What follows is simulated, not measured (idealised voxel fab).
Process module heading - voxel self aligned contacts
Square cell edge 5 nm, section width 170 nm, ID cut.
A cross-section is a grid of square cells, given in bands from the top down. A band is one or more rows of cells. First you get the band's top height and its bottom height, in nm, and then the materials it's made of, left to right, with each width in nm. If you see a single material with "throughout", that one covers the band edge to edge. "blank" is empty space. Height is counted from the level 0, under which the received wafer is composed throughout of one material. The lowest of the bands is not closed at the bottom but continues downward, in the notation "0 -> down". Width "30 to 40": first value at the band's top row of cells, second value at its bottom row, equal change from row to row. Take "stayed the same" at face value: in the step it is given for, the cross-section changed in none of its cells. Reported under the label "Voids, sealed" are the empty spaces having no open way to the top and comprising 8 cells or more; the notation for each is width x height at distance, in which the distance is measured from the left edge and all three values are in nm. Heads up: the bit after the settings on a step's line is the simulator's remark on that step. The optional step-line setting "overlay nm" applies to steps with a mask and quantifies how far to the right of its planned location the mask lay, a negative value indicating leftward placement.

[The following list gives the planned process steps]
1. RECEIVE: material Si
2. CONFORMAL_DEP: material SiO2, thk nm 5
3. DIRECTIONAL_DEP: material polySi, thk nm 30
4. DIRECTIONAL_DEP: material SiN, thk nm 15
5. DIRECTIONAL_DEP: material aC, thk nm 10
6. PATTERN: tone cover, mask id GATE, material resist, width nm 25, pitch nm 55, thk nm 30, overlay nm 0
7. DIRECTIONAL_ETCH: etch materials aC, depth nm 10
8. STRIP: etch materials resist
9. DIRECTIONAL_ETCH: etch materials SiN, depth nm 15
10. DIRECTIONAL_ETCH: etch materials polySi, depth nm 30
11. STRIP: etch materials aC
12. CONFORMAL_DEP: material SiN, thk nm 5
13. DIRECTIONAL_ETCH: etch materials SiN, depth nm 5
14. FILL_DEP: material SiO2, thk nm 20
15. CMP: height nm 60
16. MASKED_ETCH: tone open, mask id CONTACT, width nm 40, pitch nm 55, etch materials SiO2, depth nm 60, overlay nm 0
17. CONFORMAL_DEP: material TiN, thk nm 5
18. FILL_DEP: material W, thk nm 10
19. CMP: height nm 60
20. CONFORMAL_DEP: material SiCN, thk nm 5

[As-received state of the wafer in cross-section, equivalent to post-step 1]
0 -> down: Si throughout
Voids, sealed: none

[Module complete - cross-section of the first of two wafers, run according to plan]
65 -> 60: SiCN throughout
60 -> 50: SiO2: 35 | TiN: 5 to 15 | W: 30 to 10 | TiN: 5 to 15 | SiO2: 15 | TiN: 5 to 15 | W: 30 to 10 | TiN: 5 to 15 | SiO2: 40
50 -> 35: SiO2: 10 | SiN: 35 | TiN: 5 | W: 10 | TiN: 5 | SiN: 35 | TiN: 5 | W: 10 | TiN: 5 | SiN: 35 | SiO2: 15
35 -> 5: SiO2: 10 | SiN: 5 | polySi: 25 | SiN: 5 | TiN: 5 | W: 10 | TiN: 5 | SiN: 5 | polySi: 25 | SiN: 5 | TiN: 5 | W: 10 | TiN: 5 | SiN: 5 | polySi: 25 | SiN: 5 | SiO2: 15
5 -> 0: SiO2: 45 | TiN: 20 | SiO2: 35 | TiN: 20 | SiO2: 50
0 -> down: Si throughout
Voids, sealed: none

[Wafer two, end of module, cross-section. Same start, same plan as wafer one. One mistake in the run]
65 -> 60: SiCN throughout
60 -> 55: SiO2: 35 | TiN: 15 | W: 10 | TiN: 15 | SiO2: 15 | TiN: 15 | W: 10 | TiN: 15 | SiO2: 40
55 -> 50: SiO2: 10 | polySi: 35 | TiN: 5 | W: 10 | TiN: 5 | polySi: 35 | TiN: 5 | W: 10 | TiN: 5 | polySi: 35 | SiO2: 15
50 -> 35: SiO2: 10 | polySi: 5 | SiN: 25 | polySi: 5 | TiN: 5 | W: 10 | TiN: 5 | polySi: 5 | SiN: 25 | polySi: 5 | TiN: 5 | W: 10 | TiN: 5 | polySi: 5 | SiN: 25 | polySi: 5 | SiO2: 15
35 -> 15: SiO2: 10 | polySi: 35 | TiN: 5 | W: 10 | TiN: 5 | polySi: 35 | TiN: 5 | W: 10 | TiN: 5 | polySi: 35 | SiO2: 15
15 -> 10: SiO2: 10 | polySi: 35 | TiN: 20 | polySi: 35 | TiN: 20 | polySi: 35 | SiO2: 15
10 -> 5: polySi throughout
5 -> 0: SiO2 throughout
0 -> down: Si throughout
Voids, sealed: none
Deviation noted in wafer processing: in deviation from the planned setting, step 12 was conducted as CONFORMAL_DEP: material polySi, thk nm 5
Final wafer comparison in cells, second versus first, more or fewer per material: 54 fewer of SiN; 10 fewer of SiO2; 8 fewer of TiN; 16 fewer of W; 88 more of polySi
